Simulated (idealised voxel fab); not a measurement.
process module | voxel capacitor over wiring
cross-section cut | 155 nm wide | cells 5 nm
A cross-section is a grid of square cells, given in bands from the top down. A band is one or more rows of cells.
Each band's line starts with the height of the band's top and of its bottom, in nm. Then come its materials from left to right, each with its width in nm. One material with "throughout" fills the band from edge to edge. "air" is empty space.
Height 0 is the level under which the wafer as received is all one material. The lowest band goes on downwards, as in "0 down".
A width such as "30 to 40" changes by the same amount from each row of cells to the next, from the band's top row to its bottom row.
"no change" after a step means that no cell of the cross-section changed.
closed voids: empty space of 8 cells or more with no open way to the top, each as width x height at its distance from the left edge, in nm
after a step's settings: what the simulator itself notes on the step
overlay nm, on a step with a mask: how far to the right of its planned place the mask lay; to the left if negative
plan
1 op RECEIVE | material Si
2 op CONFORMAL_DEP | material SiO2 | thk nm 15
3 op CONFORMAL_DEP | material SiCN | thk nm 5
4 op DIRECTIONAL_DEP | material lowk | thk nm 25
5 op DIRECTIONAL_DEP | material aC | thk nm 10
6 op PATTERN | tone open | mask id METAL_1 | material resist | width nm 20 | pitch nm 85 | thk nm 30 | overlay nm 0
7 op DIRECTIONAL_ETCH | etch materials aC | depth nm 10
8 op STRIP | etch materials resist
9 op DIRECTIONAL_ETCH | etch materials lowk | depth nm 25
10 op DIRECTIONAL_ETCH | etch materials SiCN | depth nm 5
11 op STRIP | etch materials aC
12 op CONFORMAL_DEP | material TiN | thk nm 5
13 op FILL_DEP | material Cu | thk nm 5
14 op CMP | height nm 45
15 op CONFORMAL_DEP | material SiCN | thk nm 5
16 op DIRECTIONAL_DEP | material lowk | thk nm 15
17 op DIRECTIONAL_DEP | material aC | thk nm 10
18 op PATTERN | tone open | mask id PLUG_1 | material resist | width nm 15 | thk nm 25 | overlay nm 0
19 op DIRECTIONAL_ETCH | etch materials aC | depth nm 10
20 op STRIP | etch materials resist
21 op DIRECTIONAL_ETCH | etch materials lowk | depth nm 15
22 op DIRECTIONAL_ETCH | etch materials SiCN | depth nm 5
23 op STRIP | etch materials aC
24 op EPI | material Ru | thk nm 10
25 op EPI | material Ru | thk nm 10
26 op DIRECTIONAL_DEP | material TiN | thk nm 5
27 op DIRECTIONAL_DEP | material HfO2 | thk nm 5
28 op DIRECTIONAL_DEP | material TiN | thk nm 10
29 op MASKED_ETCH | tone cover | mask id UPPER_PLATE | width nm 70 | etch materials TiN | depth nm 10 | overlay nm 0
30 op MASKED_ETCH | tone cover | mask id UPPER_PLATE | width nm 70 | etch materials HfO2 | depth nm 5 | overlay nm 0
31 op PATTERN | tone cover | mask id LOWER_PLATE | material resist | width nm 80 | thk nm 15 | overlay nm 0
32 op DIRECTIONAL_ETCH | etch materials TiN | depth nm 5
33 op STRIP | etch materials resist
34 op FILL_DEP | material SiO2 | thk nm 15
35 op CMP | height nm 95
36 op DIRECTIONAL_DEP | material aC | thk nm 10
37 op PATTERN | tone open | mask id PLUG_2 | material resist | width nm 15 | thk nm 30 | overlay nm 0
38 op DIRECTIONAL_ETCH | etch materials aC | depth nm 10
39 op STRIP | etch materials resist
40 op DIRECTIONAL_ETCH | etch materials SiO2 | depth nm 10
41 op STRIP | etch materials aC
42 op CONFORMAL_DEP | material TiN | thk nm 5
43 op FILL_DEP | material W | thk nm 10
44 op CMP | height nm 95
45 op CONFORMAL_DEP | material SiCN | thk nm 5
as received, after step 1
  0 down: Si throughout
  closed voids: none
first wafer at the end, as planned
  100 to 95: SiCN throughout
  95 to 90: SiO2 40 | TiN 5 | W 5 | TiN 5 | SiO2 100
  90 to 85: SiO2 40 | TiN 15 | SiO2 100
  85 to 75: SiO2 30 | TiN 70 | SiO2 55
  75 to 70: SiO2 30 | HfO2 70 | SiO2 55
  70 to 65: SiO2 25 | TiN 80 | SiO2 50
  65 to 50: lowk 30 | Ru 15 | lowk 110
  50 to 45: SiCN 30 | Ru 15 | SiCN 110
  45 to 20: lowk 25 | TiN 5 | Cu 10 | TiN 5 | lowk 65 | TiN 5 | Cu 10 | TiN 5 | lowk 25
  20 to 15: SiCN 25 | TiN 20 | SiCN 65 | TiN 20 | SiCN 25
  15 to 0: SiO2 throughout
  0 down: Si throughout
  closed voids: none
second wafer at the end: like start, like plan, one mistake
  100 to 95: SiCN throughout
  95 to 85: SiO2 30 | TiN 25 | SiO2 100
  85 to 80: SiO2 30 | HfO2 25 | TiN 45 | SiO2 55
  80 to 75: SiO2 25 | TiN 75 | SiO2 55
  75 to 70: SiO2 20 | Ru 35 | HfO2 45 | SiO2 55
  70 to 65: SiO2 20 | Ru 35 | TiN 50 | SiO2 50
  65 to 50: lowk 30 | Ru 15 | lowk 110
  50 to 45: SiCN 30 | Ru 15 | SiCN 110
  45 to 20: lowk 25 | TiN 5 | Cu 10 | TiN 5 | lowk 65 | TiN 5 | Cu 10 | TiN 5 | lowk 25
  20 to 15: SiCN 25 | TiN 20 | SiCN 65 | TiN 20 | SiCN 25
  15 to 0: SiO2 throughout
  0 down: Si throughout
  closed voids: none
what went wrong: one of the steps 24 and 25, which are alike, was run twice
at the end the second wafer has, in cells: 14 more of Ru | 8 fewer of SiO2 | 5 fewer of TiN | 1 fewer of W
